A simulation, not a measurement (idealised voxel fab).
process module | voxel gate over fins
In the cross-section labelled cut, the width is 150 nm and each square cell is 5 nm.
A cross-section in this document is a grid of square cells, and it is written down as bands, the top band listed before the ones below it; a band is made up of one or more rows of cells. Band: top height; bottom height; in nm. Then, left to right: material with width in nm, for each material. "full width": a single material spanning edge to edge. "air": empty space. Height datum 0, below which the as-received substrate wafer is one material. Lowest band open at the bottom, running downward: "top 0, no bottom". When a width is written as two numbers, as in "30->40", the first number is the width in the top row of cells of the band and the second is the width in its bottom row, and the width changes by the same amount from each row to the next. Where the words "nothing was modified" appear for a step, the cross-section shows no cell changed by that step; every cell remained as before. Closed empty spaces (no open way to the top) of 8 cells or more are what "Enclosed cavities" lists, each as width x height at distance from the left edge, nm for all three. On a step's line, text after the settings is the simulator commenting on that step. overlay nm, on a step with a mask: how far to the right of its planned place the mask lay; to the left if negative.

**This section lists the process steps that were planned**
1: RECEIVE,material Si
2: CONFORMAL_DEP,material SiN,thk nm 10
3: DIRECTIONAL_DEP,material aC,thk nm 15
4: PATTERN,tone cover,mask id FINS,material resist,width nm 15,pitch nm 35,thk nm 35,overlay nm 0
5: DIRECTIONAL_ETCH,etch materials aC,depth nm 15
6: STRIP,etch materials resist
7: DIRECTIONAL_ETCH,etch materials SiN,depth nm 10
8: DIRECTIONAL_ETCH,etch materials Si,depth nm 35
9: STRIP,etch materials aC
10: OXIDIZE,depth nm 5
11: FILL_DEP,material SiO2,thk nm 15
12: CMP,height nm 10
13: SELECTIVE_ETCH,etch materials SiO2,depth nm 25
14: STRIP,etch materials SiN
15: CONFORMAL_DEP,material HfO2,thk nm 5
16: CONFORMAL_DEP,material TiN,thk nm 5
17: FILL_DEP,material W,thk nm 10
18: CMP,height nm 15
19: CONFORMAL_DEP,material SiCN,thk nm 5

**So this is the incoming wafer in cross-section - it's already been through step 1**
    top 0, no bottom | Si full width
    Enclosed cavities: none

**Final wafer profile in cross-section after the module, from the same start and plan as above, with one mistake made during processing**
    top 20, bottom 15 | SiCN full width
    top 15, bottom 10 | W full width
    top 10, bottom 5 | TiN full width
    top 5, bottom 0 | HfO2 full width
    top 0, bottom -40 | SiO2=55 | Si=5 | SiO2=30 | Si=5 | SiO2=55
    top -40, no bottom | Si full width
    Enclosed cavities: none
Want to know what went wrong? step 12 was dropped from the plan's execution and never run
